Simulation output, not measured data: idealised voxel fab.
This is a process module. Its name is voxel trench capacitor.
Shown is cross-section cut, with a width of 170 nm and square cells of size 5 nm.
How to read a cross-section here: the picture is a grid of square cells, written as bands going from the top down, and any band can span one or more rows of cells.
Top, bottom (nm), then materials left to right with widths (nm); lone material tagged "throughout" fills the whole band edge to edge; "blank" = empty space.
Heads up on the height convention: 0 is the point under which the incoming wafer is all one material, and the lowest band has no bottom, it just keeps going down, like "0 -> down".
Top row gets the first number, bottom row gets the second, and each row in between changes by the same step: that is how a band width like "30 to 40" works.
"nothing was modified" after a step means that no cell of the cross-section changed.
"Closed-off voids" - sealed voids, min. 8 cells, no opening to top; format: width x height at distance (distance from left edge; nm throughout).
Whatever follows a step's settings on its line is a remark the simulator itself makes about that step.
overlay nm: step with mask; distance mask lay right of planned place; negative value = left of planned place.

# Planned process steps
step 1: RECEIVE: material Si
step 2: CONFORMAL_DEP: material SiN, thk nm 10
step 3: DIRECTIONAL_DEP: material aC, thk nm 15
step 4: PATTERN: tone open, mask id TRENCH, material resist, width nm 15, pitch nm 45, thk nm 35, overlay nm 0
step 5: DIRECTIONAL_ETCH: etch materials aC, depth nm 15
step 6: STRIP: etch materials resist
step 7: DIRECTIONAL_ETCH: etch materials SiN, depth nm 10
step 8: DIRECTIONAL_ETCH: etch materials Si, depth nm 40
step 9: STRIP: etch materials aC
step 10: CONFORMAL_DEP: material Al2O3, thk nm 5
step 11: CONFORMAL_DEP: material TiN, thk nm 5
step 12: FILL_DEP: material W, thk nm 5
step 13: CMP: height nm 10
Variable across wafers: step 4 width nm (plan value is that of the first wafer; starting state common to all).

# First of several wafers (as received, post step 1), cross-sectional view
  0 -> down  Si throughout
  Closed-off voids: none

# End of the module, past its last step, step 13: how the first of several wafers looks in cross-section
  10 -> 0  30 nm SiN, 5 nm Al2O3, 5 nm TiN, 5 nm Al2O3, 30 nm SiN, 5 nm Al2O3, 5 nm TiN, 5 nm Al2O3, 30 nm SiN, 5 nm Al2O3, 5 nm TiN, 5 nm Al2O3, 35 nm SiN
  0 -> -35  30 nm Si, 5 nm Al2O3, 5 nm TiN, 5 nm Al2O3, 30 nm Si, 5 nm Al2O3, 5 nm TiN, 5 nm Al2O3, 30 nm Si, 5 nm Al2O3, 5 nm TiN, 5 nm Al2O3, 35 nm Si
  -35 -> -40  30 nm Si, 15 nm Al2O3, 30 nm Si, 15 nm Al2O3, 30 nm Si, 15 nm Al2O3, 35 nm Si
  -40 -> down  Si throughout
  Closed-off voids: none

# Cross-section, last wafer, module completion
  10 -> 0  25 nm SiN, 5 nm Al2O3, 5 nm TiN, 10 nm W, 5 nm TiN, 5 nm Al2O3, 15 nm SiN, 5 nm Al2O3, 5 nm TiN, 10 nm W, 5 nm TiN, 5 nm Al2O3, 15 nm SiN, 5 nm Al2O3, 5 nm TiN, 10 nm W, 5 nm TiN, 5 nm Al2O3, 25 nm SiN
  0 -> -30  25 nm Si, 5 nm Al2O3, 5 nm TiN, 10 nm W, 5 nm TiN, 5 nm Al2O3, 15 nm Si, 5 nm Al2O3, 5 nm TiN, 10 nm W, 5 nm TiN, 5 nm Al2O3, 15 nm Si, 5 nm Al2O3, 5 nm TiN, 10 nm W, 5 nm TiN, 5 nm Al2O3, 25 nm Si
  -30 -> -35  25 nm Si, 5 nm Al2O3, 20 nm TiN, 5 nm Al2O3, 15 nm Si, 5 nm Al2O3, 20 nm TiN, 5 nm Al2O3, 15 nm Si, 5 nm Al2O3, 20 nm TiN, 5 nm Al2O3, 25 nm Si
  -35 -> -40  25 nm Si, 30 nm Al2O3, 15 nm Si, 30 nm Al2O3, 15 nm Si, 30 nm Al2O3, 25 nm Si
  -40 -> down  Si throughout
  Closed-off voids: none

# Below is a per-wafer table. In it, each row describes the wafer at the end of the module by giving, for each material, the number of cells gained (+) or lost (-) since the wafer was received, and after that the closed voids of the wafer
width nm 15, +63 Al2O3, -72 Si, +50 SiN, +27 TiN, Closed-off voids: none
width nm 20, +66 Al2O3, -96 Si, +44 SiN, +54 TiN, Closed-off voids: none
width nm 25, +69 Al2O3, -120 Si, +38 SiN, +57 TiN, +24 W, Closed-off voids: none
width nm 30, +72 Al2O3, -144 Si, +32 SiN, +60 TiN, +48 W, Closed-off voids: none
